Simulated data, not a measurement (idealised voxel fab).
process module | voxel ribs on slabs
cross-section cut | 290 nm wide | cells 5 nm
A cross-section is a grid of square cells, given in bands from the top down. A band is one or more rows of cells.
Each band's line starts with the height of the band's top and of its bottom, in nm. Then come its materials from left to right, each with its width in nm. One material with "throughout" fills the band from edge to edge. "air" is empty space.
Height 0 is the level under which the wafer as received is all one material. The lowest band goes on downwards, as in "0 down".
A width such as "30 to 40" changes by the same amount from each row of cells to the next, from the band's top row to its bottom row.
"no change" after a step means that no cell of the cross-section changed.
closed voids: empty space of 8 cells or more with no open way to the top, each as width x height at its distance from the left edge, in nm
after a step's settings: what the simulator itself notes on the step
overlay nm, on a step with a mask: how far to the right of its planned place the mask lay; to the left if negative
plan
1 op RECEIVE | material Si
2 op DIRECTIONAL_DEP | material SiO2 | thk nm 25
3 op DIRECTIONAL_DEP | material polySi | thk nm 20
4 op PATTERN | tone cover | mask id RIB | material resist | width nm 20 | thk nm 15 | overlay nm 0
5 op DIRECTIONAL_ETCH | etch materials polySi | depth nm 15
6 op STRIP | etch materials resist
7 op PATTERN | tone cover | mask id SLAB | material resist | width nm 80 | thk nm 15 | overlay nm 0
8 op DIRECTIONAL_ETCH | etch materials polySi | depth nm 5
9 op STRIP | etch materials resist
10 op FILL_DEP | material SiO2 | thk nm 15
11 op CMP | height nm 55
12 op DIRECTIONAL_DEP | material W | thk nm 10
13 op MASKED_ETCH | tone cover | mask id HEATER | width nm 30 | etch materials W | depth nm 10 | overlay nm 0
14 op CONFORMAL_DEP | material SiN | thk nm 5
first wafer, as planned
as received, after step 1
  0 down: Si throughout
  closed voids: none
after step 2
  25 to 0: SiO2 throughout
  below 0: unchanged
after step 3
  45 to 25: polySi throughout
  below 25: unchanged
after step 4
  60 to 45: air 135 | resist 20 | air 135
  below 45: unchanged
after step 5
  60 to 45: air 135 | resist 20 | air 135
  45 to 30: air 135 | polySi 20 | air 135
  below 30: unchanged
after step 6
  45 to 30: air 135 | polySi 20 | air 135
  below 30: unchanged
after step 7
  60 to 45: air 105 | resist 80 | air 105
  45 to 30: air 105 | resist 30 | polySi 20 | resist 30 | air 105
  below 30: unchanged
after step 8
  60 to 45: air 105 | resist 80 | air 105
  45 to 30: air 105 | resist 30 | polySi 20 | resist 30 | air 105
  30 to 25: air 105 | polySi 80 | air 105
  below 25: unchanged
after step 9
  45 to 30: air 135 | polySi 20 | air 135
  below 30: unchanged
after step 10
  60 to 45: SiO2 throughout
  45 to 30: SiO2 135 | polySi 20 | SiO2 135
  30 to 25: SiO2 105 | polySi 80 | SiO2 105
  below 25: unchanged
after step 11
  55 to 45: SiO2 throughout
  below 45: unchanged
after step 12
  65 to 55: W throughout
  below 55: unchanged
after step 13
  65 to 55: air 130 | W 30 | air 130
  below 55: unchanged
after step 14
  70 to 65: air 125 | SiN 40 | air 125
  65 to 60: air 125 | SiN 5 | W 30 | SiN 5 | air 125
  60 to 55: SiN 130 | W 30 | SiN 130
  below 55: unchanged
second wafer: like start, like plan, one mistake. Through step 12 it matches the first wafer
when step 13 should have ended
  65 to 55: W 130 | air 30 | W 130
  below 55: unchanged
when step 14 should have ended
  70 to 65: SiN 135 | air 20 | SiN 135
  65 to 60: W 130 | SiN 5 | air 20 | SiN 5 | W 130
  60 to 55: W 130 | SiN 30 | W 130
  below 55: unchanged
what went wrong: step 13 ran as: op MASKED_ETCH | tone open | mask id HEATER | width nm 30 | etch materials W | depth nm 10 | overlay nm 0
at the end the second wafer has, in cells: 92 more of W
